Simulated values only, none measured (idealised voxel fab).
Process module name: voxel double patterning
For reference, the cross-section in this document is cut, with width 155 nm and square cells of 5 nm.
For the purposes of this document, a cross-section shall be understood as a grid of square cells, specified as bands listed in top-to-bottom order, each band consisting of one or more rows of cells. Band entry format. Leading values: height of top, height of bottom, nm. Remainder: materials in left-to-right order, each with its width in nm. Special words: "edge to edge" on a single material, which then fills the band edge to edge; "air", empty space. Note: height 0 marks the level under which the wafer is uniformly one material as received. Lowest band unbounded below, written "0 -> down". With a width like "30 to 40", each row of cells in the band differs from the next by the same amount, the top row carrying the first number and the bottom row the second. It should be understood that the words "left unchanged", when stated for a given step, signify that the cross-section underwent no change in any of its cells during that step. "Closed void listing": sealed empty spaces, 8 cells or more, no open way to top, listed width x height at distance, with distance from the left edge and width, height and distance in nm. Post-settings text on a step line: simulator's own remark regarding the step. A step's line can hold "overlay nm"; with a mask on that step, the setting says how far right of the planned place the mask lay, while a negative setting says it lay to the left.
So here's the lineup of process steps we planned
1,RECEIVE | material Si
2,CONFORMAL_DEP | material SiO2 | thk nm 5
3,DIRECTIONAL_DEP | material polySi | thk nm 10
4,DIRECTIONAL_DEP | material SiN | thk nm 10
5,MASKED_ETCH | tone open | mask id FIRST | width nm 15 | pitch nm 50 | etch materials SiN | depth nm 10 | overlay nm 0
6,PATTERN | tone open | mask id SECOND | material resist | width nm 15 | pitch nm 50 | thk nm 15 | overlay nm 0
7,DIRECTIONAL_ETCH | etch materials SiN | depth nm 10
8,STRIP | etch materials resist
9,DIRECTIONAL_ETCH | etch materials polySi | depth nm 10
10,STRIP | etch materials SiN
Wafer cross-section on receipt, i.e. after step 1
0 -> down | Si edge to edge
Closed void listing: none
First of two wafers, end-of-module section, run followed plan
15 -> 5 | polySi 20 nm; air 15 nm; polySi 10 nm; air 15 nm; polySi 10 nm; air 15 nm; polySi 10 nm; air 15 nm; polySi 10 nm; air 15 nm; polySi 20 nm
5 -> 0 | SiO2 edge to edge
0 -> down | Si edge to edge
Closed void listing: none
What the second wafer looks like in cross-section once the module is done. Its start and its plan matched the first wafer's exactly; what differed was one mistake in how it was run
15 -> 5 | air 20 nm; polySi 15 nm; air 35 nm; polySi 15 nm; air 35 nm; polySi 15 nm; air 20 nm
5 -> 0 | SiO2 edge to edge
0 -> down | Si edge to edge
Closed void listing: none
Heads up, the wafer didn't run the way we planned it: step 5 changed vs plan, executed as MASKED_ETCH | tone cover | mask id FIRST | width nm 15 | pitch nm 50 | etch materials SiN | depth nm 10 | overlay nm 0
at the end the second wafer has, in cells: polySi: 14 fewer
